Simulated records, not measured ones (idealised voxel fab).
process module | voxel self aligned vias
cross-section cut | 225 nm wide | cells 5 nm
A cross-section is a grid of square cells, given in bands from the top down. A band is one or more rows of cells.
Each band's line starts with the height of the band's top and of its bottom, in nm. Then come its materials from left to right, each with its width in nm. One material with "throughout" fills the band from edge to edge. "air" is empty space.
Height 0 is the level under which the wafer as received is all one material. The lowest band goes on downwards, as in "0 down".
A width such as "30 to 40" changes by the same amount from each row of cells to the next, from the band's top row to its bottom row.
"no change" after a step means that no cell of the cross-section changed.
closed voids: empty space of 8 cells or more with no open way to the top, each as width x height at its distance from the left edge, in nm
after a step's settings: what the simulator itself notes on the step
overlay nm, on a step with a mask: how far to the right of its planned place the mask lay; to the left if negative
Each pair below shows a cross-section before one step and the cross-section after it, down to the lowest band that changed. The line under each pair gives the step between them, with its settings. The pairs can come from different runs of this module on the same starting wafer, so a pair continues from the pair above only where its "before" says so.
before
  60 to 50: aC 35 | air 40 | aC 15 | air 40 | aC 15 | air 40 | aC 40
  50 to 35: lowk 35 | air 40 | lowk 15 | air 40 | lowk 15 | air 40 | lowk 40
  35 to 30: lowk 45 | SiN 20 | lowk 35 | SiN 20 | lowk 35 | SiN 20 | lowk 50
  30 to 20: lowk 45 | TiN 5 | Ru 10 | TiN 5 | lowk 35 | TiN 5 | Ru 10 | TiN 5 | lowk 35 | TiN 5 | Ru 10 | TiN 5 | lowk 50
  20 to 15: lowk 45 | TiN 20 | lowk 35 | TiN 20 | lowk 35 | TiN 20 | lowk 50
  15 to 10: SiCN throughout
  10 to 0: SiO2 throughout
  0 down: Si throughout
  closed voids: none
after
  60 to 50: aC 35 | air 40 | aC 15 | air 40 | aC 15 | air 40 | aC 40
  50 to 35: lowk 35 | air 40 | lowk 15 | air 40 | lowk 15 | air 40 | lowk 40
  35 to 30: lowk 45 | air 20 | lowk 35 | air 20 | lowk 35 | air 20 | lowk 50
  below 30: unchanged
  closed voids: none
the step between: op DIRECTIONAL_ETCH | etch materials SiN | depth nm 5
before: the cross-section after the pair above
after
  50 to 35: lowk 35 | air 40 | lowk 15 | air 40 | lowk 15 | air 40 | lowk 40
  below 35: unchanged
  closed voids: none
the step between: op STRIP | etch materials aC
before: the cross-section after the pair above
after
  55 to 50: TiN 40 | air 30 | TiN 25 | air 30 | TiN 25 | air 30 | TiN 45
  50 to 40: lowk 35 | TiN 5 | air 30 | TiN 5 | lowk 15 | TiN 5 | air 30 | TiN 5 | lowk 15 | TiN 5 | air 30 | TiN 5 | lowk 40
  40 to 35: lowk 35 | TiN 15 | air 10 | TiN 15 | lowk 15 | TiN 15 | air 10 | TiN 15 | lowk 15 | TiN 15 | air 10 | TiN 15 | lowk 40
  35 to 30: lowk 45 | TiN 20 | lowk 35 | TiN 20 | lowk 35 | TiN 20 | lowk 50
  below 30: unchanged
  closed voids: none
the step between: op CONFORMAL_DEP | material TiN | thk nm 5
before: the cross-section after the pair above
after
  65 to 55: Ru throughout
  55 to 50: TiN 40 | Ru 30 | TiN 25 | Ru 30 | TiN 25 | Ru 30 | TiN 45
  50 to 40: lowk 35 | TiN 5 | Ru 30 | TiN 5 | lowk 15 | TiN 5 | Ru 30 | TiN 5 | lowk 15 | TiN 5 | Ru 30 | TiN 5 | lowk 40
  40 to 35: lowk 35 | TiN 15 | Ru 10 | TiN 15 | lowk 15 | TiN 15 | Ru 10 | TiN 15 | lowk 15 | TiN 15 | Ru 10 | TiN 15 | lowk 40
  below 35: unchanged
  closed voids: none
the step between: op FILL_DEP | material Ru | thk nm 10
before: the cross-section after the pair above
after
  50 to 40: lowk 35 | TiN 5 | Ru 30 | TiN 5 | lowk 15 | TiN 5 | Ru 30 | TiN 5 | lowk 15 | TiN 5 | Ru 30 | TiN 5 | lowk 40
  below 40: unchanged
  closed voids: none
the step between: op CMP | height nm 50
before: the cross-section after the pair above
after
  55 to 50: SiN throughout
  below 50: unchanged
  closed voids: none
the step between: op CONFORMAL_DEP | material SiN | thk nm 5
before
  60 to 50: aC throughout
  50 to 35: lowk throughout
  35 to 30: lowk 40 | SiN 30 | lowk 25 | SiN 30 | lowk 25 | SiN 30 | lowk 45
  30 to 20: lowk 40 | TiN 5 | Ru 20 | TiN 5 | lowk 25 | TiN 5 | Ru 20 | TiN 5 | lowk 25 | TiN 5 | Ru 20 | TiN 5 | lowk 45
  20 to 15: lowk 40 | TiN 30 | lowk 25 | TiN 30 | lowk 25 | TiN 30 | lowk 45
  15 to 10: SiCN throughout
  10 to 0: SiO2 throughout
  0 down: Si throughout
  closed voids: none
after
  90 to 60: resist 40 | air 40 | resist 15 | air 40 | resist 15 | air 40 | resist 35
  below 60: unchanged
  closed voids: none
the step between: op PATTERN | tone open | mask id VIAS | material resist | width nm 40 | pitch nm 55 | thk nm 30 | overlay nm 5
before: the cross-section after the pair above
after
  80 to 60: resist 40 | air 40 | resist 15 | air 40 | resist 15 | air 40 | resist 35
  60 to 50: aC 40 | air 40 | aC 15 | air 40 | aC 15 | air 40 | aC 35
  below 50: unchanged
  closed voids: none
the step between: op DIRECTIONAL_ETCH | etch materials aC | depth nm 10
before: the cross-section after the pair above
after
  60 to 50: aC 40 | air 40 | aC 15 | air 40 | aC 15 | air 40 | aC 35
  below 50: unchanged
  closed voids: none
the step between: op STRIP | etch materials resist
before: the cross-section after the pair above
after
  60 to 50: aC 40 | air 40 | aC 15 | air 40 | aC 15 | air 40 | aC 35
  50 to 35: lowk 40 | air 40 | lowk 15 | air 40 | lowk 15 | air 40 | lowk 35
  below 35: unchanged
  closed voids: none
the step between: op DIRECTIONAL_ETCH | etch materials lowk | depth nm 15
before: the cross-section after the pair above
after
  60 to 50: aC 40 | air 40 | aC 15 | air 40 | aC 15 | air 40 | aC 35
  50 to 35: lowk 40 | air 40 | lowk 15 | air 40 | lowk 15 | air 40 | lowk 35
  35 to 30: lowk 40 | air 30 | lowk 25 | air 30 | lowk 25 | air 30 | lowk 45
  below 30: unchanged
  closed voids: none
the step between: op DIRECTIONAL_ETCH | etch materials SiN | depth nm 5
before: the cross-section after the pair above
after
  50 to 35: lowk 40 | air 40 | lowk 15 | air 40 | lowk 15 | air 40 | lowk 35
  below 35: unchanged
  closed voids: none
the step between: op STRIP | etch materials aC
before: the cross-section after the pair above
after
  55 to 50: TiN 45 | air 30 | TiN 25 | air 30 | TiN 25 | air 30 | TiN 40
  50 to 40: lowk 40 | TiN 5 | air 30 | TiN 5 | lowk 15 | TiN 5 | air 30 | TiN 5 | lowk 15 | TiN 5 | air 30 | TiN 5 | lowk 35
  40 to 35: lowk 40 | TiN 5 | air 20 | TiN 15 | lowk 15 | TiN 5 | air 20 | TiN 15 | lowk 15 | TiN 5 | air 20 | TiN 15 | lowk 35
  35 to 30: lowk 40 | TiN 30 | lowk 25 | TiN 30 | lowk 25 | TiN 30 | lowk 45
  below 30: unchanged
  closed voids: none
the step between: op CONFORMAL_DEP | material TiN | thk nm 5
before: the cross-section after the pair above
after
  65 to 55: Ru throughout
  55 to 50: TiN 45 | Ru 30 | TiN 25 | Ru 30 | TiN 25 | Ru 30 | TiN 40
  50 to 40: lowk 40 | TiN 5 | Ru 30 | TiN 5 | lowk 15 | TiN 5 | Ru 30 | TiN 5 | lowk 15 | TiN 5 | Ru 30 | TiN 5 | lowk 35
  40 to 35: lowk 40 | TiN 5 | Ru 20 | TiN 15 | lowk 15 | TiN 5 | Ru 20 | TiN 15 | lowk 15 | TiN 5 | Ru 20 | TiN 15 | lowk 35
  below 35: unchanged
  closed voids: none
the step between: op FILL_DEP | material Ru | thk nm 10
before: the cross-section after the pair above
after
  50 to 40: lowk 40 | TiN 5 | Ru 30 | TiN 5 | lowk 15 | TiN 5 | Ru 30 | TiN 5 | lowk 15 | TiN 5 | Ru 30 | TiN 5 | lowk 35
  below 40: unchanged
  closed voids: none
the step between: op CMP | height nm 50
before: the cross-section after the pair above
after
  55 to 50: SiN throughout
  below 50: unchanged
  closed voids: none
the step between: op CONFORMAL_DEP | material SiN | thk nm 5
before
  60 to 50: aC 35 | air 40 | aC 15 | air 40 | aC 15 | air 40 | aC 40
  50 to 35: lowk 35 | air 40 | lowk 15 | air 40 | lowk 15 | air 40 | lowk 40
  35 to 30: lowk 40 | SiN 30 | lowk 25 | SiN 30 | lowk 25 | SiN 30 | lowk 45
  30 to 20: lowk 40 | TiN 5 | Ru 20 | TiN 5 | lowk 25 | TiN 5 | Ru 20 | TiN 5 | lowk 25 | TiN 5 | Ru 20 | TiN 5 | lowk 45
  20 to 15: lowk 40 | TiN 30 | lowk 25 | TiN 30 | lowk 25 | TiN 30 | lowk 45
  15 to 10: SiCN throughout
  10 to 0: SiO2 throughout
  0 down: Si throughout
  closed voids: none
after
  60 to 50: aC 35 | air 40 | aC 15 | air 40 | aC 15 | air 40 | aC 40
  50 to 35: lowk 35 | air 40 | lowk 15 | air 40 | lowk 15 | air 40 | lowk 40
  35 to 30: lowk 35 | air 5 | SiN 30 | air 5 | lowk 15 | air 5 | SiN 30 | air 5 | lowk 15 | air 5 | SiN 30 | air 5 | lowk 40
  below 30: unchanged
  closed voids: none
the step between: op DIRECTIONAL_ETCH | etch materials lowk | depth nm 5
before: the cross-section after the pair above
after
  50 to 35: lowk 35 | air 40 | lowk 15 | air 40 | lowk 15 | air 40 | lowk 40
  below 35: unchanged
  closed voids: none
the step between: op STRIP | etch materials aC
before: the cross-section after the pair above
after
  55 to 50: TiN 40 | air 30 | TiN 25 | air 30 | TiN 25 | air 30 | TiN 45
  50 to 40: lowk 35 | TiN 5 | air 30 | TiN 5 | lowk 15 | TiN 5 | air 30 | TiN 5 | lowk 15 | TiN 5 | air 30 | TiN 5 | lowk 40
  40 to 35: lowk 35 | TiN 40 | lowk 15 | TiN 40 | lowk 15 | TiN 40 | lowk 40
  35 to 30: lowk 35 | TiN 5 | SiN 30 | TiN 5 | lowk 15 | TiN 5 | SiN 30 | TiN 5 | lowk 15 | TiN 5 | SiN 30 | TiN 5 | lowk 40
  below 30: unchanged
  closed voids: none
the step between: op CONFORMAL_DEP | material TiN | thk nm 5
before: the cross-section after the pair above
after
  65 to 55: Ru throughout
  55 to 50: TiN 40 | Ru 30 | TiN 25 | Ru 30 | TiN 25 | Ru 30 | TiN 45
  50 to 40: lowk 35 | TiN 5 | Ru 30 | TiN 5 | lowk 15 | TiN 5 | Ru 30 | TiN 5 | lowk 15 | TiN 5 | Ru 30 | TiN 5 | lowk 40
  below 40: unchanged
  closed voids: none
the step between: op FILL_DEP | material Ru | thk nm 10
before: the cross-section after the pair above
after
  50 to 40: lowk 35 | TiN 5 | Ru 30 | TiN 5 | lowk 15 | TiN 5 | Ru 30 | TiN 5 | lowk 15 | TiN 5 | Ru 30 | TiN 5 | lowk 40
  below 40: unchanged
  closed voids: none
the step between: op CMP | height nm 50
before: the cross-section after the pair above
after
  55 to 50: SiN throughout
  below 50: unchanged
  closed voids: none
the step between: op CONFORMAL_DEP | material SiN | thk nm 5
before
  35 to 15: lowk throughout
  15 to 10: SiCN throughout
  10 to 0: SiO2 throughout
  0 down: Si throughout
  closed voids: none
after
  35 to 15: air 40 | lowk 30 | air 25 | lowk 30 | air 25 | lowk 30 | air 45
  below 15: unchanged
  closed voids: none
the step between: op MASKED_ETCH | tone cover | mask id LINES | width nm 30 | pitch nm 55 | etch materials lowk | depth nm 20 | overlay nm 0
before: the cross-section after the pair above
after
  40 to 35: air 35 | TiN 40 | air 15 | TiN 40 | air 15 | TiN 40 | air 40
  35 to 20: air 35 | TiN 5 | lowk 30 | TiN 5 | air 15 | TiN 5 | lowk 30 | TiN 5 | air 15 | TiN 5 | lowk 30 | TiN 5 | air 40
  20 to 15: TiN 40 | lowk 30 | TiN 25 | lowk 30 | TiN 25 | lowk 30 | TiN 45
  below 15: unchanged
  closed voids: none
the step between: op CONFORMAL_DEP | material TiN | thk nm 5
before: the cross-section after the pair above
after
  50 to 40: Ru throughout
  40 to 35: Ru 35 | TiN 40 | Ru 15 | TiN 40 | Ru 15 | TiN 40 | Ru 40
  35 to 20: Ru 35 | TiN 5 | lowk 30 | TiN 5 | Ru 15 | TiN 5 | lowk 30 | TiN 5 | Ru 15 | TiN 5 | lowk 30 | TiN 5 | Ru 40
  below 20: unchanged
  closed voids: none
the step between: op FILL_DEP | material Ru | thk nm 10
before: the cross-section after the pair above
after
  35 to 20: Ru 35 | TiN 5 | lowk 30 | TiN 5 | Ru 15 | TiN 5 | lowk 30 | TiN 5 | Ru 15 | TiN 5 | lowk 30 | TiN 5 | Ru 40
  below 20: unchanged
  closed voids: none
the step between: op CMP | height nm 35
before: the cross-section after the pair above
after
  35 to 30: air 40 | lowk 30 | air 25 | lowk 30 | air 25 | lowk 30 | air 45
  below 30: unchanged
  closed voids: none
the step between: op SELECTIVE_ETCH | etch materials W Ru TiN | depth nm 5
before: the cross-section after the pair above
after
  40 to 35: SiN throughout
  35 to 30: SiN 40 | lowk 30 | SiN 25 | lowk 30 | SiN 25 | lowk 30 | SiN 45
  below 30: unchanged
  closed voids: none
the step between: op FILL_DEP | material SiN | thk nm 5
before: the cross-section after the pair above
after
  35 to 30: SiN 40 | lowk 30 | SiN 25 | lowk 30 | SiN 25 | lowk 30 | SiN 45
  below 30: unchanged
  closed voids: none
the step between: op CMP | height nm 35
before: the cross-section after the pair above
after
  50 to 35: lowk throughout
  below 35: unchanged
  closed voids: none
the step between: op DIRECTIONAL_DEP | material lowk | thk nm 15
before: the cross-section after the pair above
after
  60 to 50: aC throughout
  below 50: unchanged
  closed voids: none
the step between: op DIRECTIONAL_DEP | material aC | thk nm 10
before: the cross-section after the pair above
after
  90 to 60: resist 35 | air 40 | resist 15 | air 40 | resist 15 | air 40 | resist 40
  below 60: unchanged
  closed voids: none
the step between: op PATTERN | tone open | mask id VIAS | material resist | width nm 40 | pitch nm 55 | thk nm 30 | overlay nm 0
before: the cross-section after the pair above
after
  80 to 60: resist 35 | air 40 | resist 15 | air 40 | resist 15 | air 40 | resist 40
  60 to 50: aC 35 | air 40 | aC 15 | air 40 | aC 15 | air 40 | aC 40
  below 50: unchanged
  closed voids: none
the step between: op DIRECTIONAL_ETCH | etch materials aC | depth nm 10
before: the cross-section after the pair above
after
  60 to 50: aC 35 | air 40 | aC 15 | air 40 | aC 15 | air 40 | aC 40
  below 50: unchanged
  closed voids: none
the step between: op STRIP | etch materials resist
before: the cross-section after the pair above
after
  60 to 50: aC 35 | air 40 | aC 15 | air 40 | aC 15 | air 40 | aC 40
  50 to 35: lowk 35 | air 40 | lowk 15 | air 40 | lowk 15 | air 40 | lowk 40
  below 35: unchanged
  closed voids: none
the step between: op DIRECTIONAL_ETCH | etch materials lowk | depth nm 15
before: the cross-section after the pair above
after
  60 to 50: aC 35 | air 40 | aC 15 | air 40 | aC 15 | air 40 | aC 40
  50 to 35: lowk 35 | air 40 | lowk 15 | air 40 | lowk 15 | air 40 | lowk 40
  35 to 30: SiN 35 | air 5 | lowk 30 | air 5 | SiN 15 | air 5 | lowk 30 | air 5 | SiN 15 | air 5 | lowk 30 | air 5 | SiN 40
  below 30: unchanged
  closed voids: none
the step between: op DIRECTIONAL_ETCH | etch materials SiN | depth nm 5
before: the cross-section after the pair above
after
  50 to 35: lowk 35 | air 40 | lowk 15 | air 40 | lowk 15 | air 40 | lowk 40
  below 35: unchanged
  closed voids: none
the step between: op STRIP | etch materials aC
before: the cross-section after the pair above
after
  55 to 50: TiN 40 | air 30 | TiN 25 | air 30 | TiN 25 | air 30 | TiN 45
  50 to 40: lowk 35 | TiN 5 | air 30 | TiN 5 | lowk 15 | TiN 5 | air 30 | TiN 5 | lowk 15 | TiN 5 | air 30 | TiN 5 | lowk 40
  40 to 35: lowk 35 | TiN 40 | lowk 15 | TiN 40 | lowk 15 | TiN 40 | lowk 40
  35 to 30: SiN 35 | TiN 5 | lowk 30 | TiN 5 | SiN 15 | TiN 5 | lowk 30 | TiN 5 | SiN 15 | TiN 5 | lowk 30 | TiN 5 | SiN 40
  below 30: unchanged
  closed voids: none
the step between: op CONFORMAL_DEP | material TiN | thk nm 5
before: the cross-section after the pair above
after
  65 to 55: Ru throughout
  55 to 50: TiN 40 | Ru 30 | TiN 25 | Ru 30 | TiN 25 | Ru 30 | TiN 45
  50 to 40: lowk 35 | TiN 5 | Ru 30 | TiN 5 | lowk 15 | TiN 5 | Ru 30 | TiN 5 | lowk 15 | TiN 5 | Ru 30 | TiN 5 | lowk 40
  below 40: unchanged
  closed voids: none
the step between: op FILL_DEP | material Ru | thk nm 10
before: the cross-section after the pair above
after
  50 to 40: lowk 35 | TiN 5 | Ru 30 | TiN 5 | lowk 15 | TiN 5 | Ru 30 | TiN 5 | lowk 15 | TiN 5 | Ru 30 | TiN 5 | lowk 40
  below 40: unchanged
  closed voids: none
the step between: op CMP | height nm 50
before: the cross-section after the pair above
after
  55 to 50: SiN throughout
  below 50: unchanged
  closed voids: none
the step between: op CONFORMAL_DEP | material SiN | thk nm 5
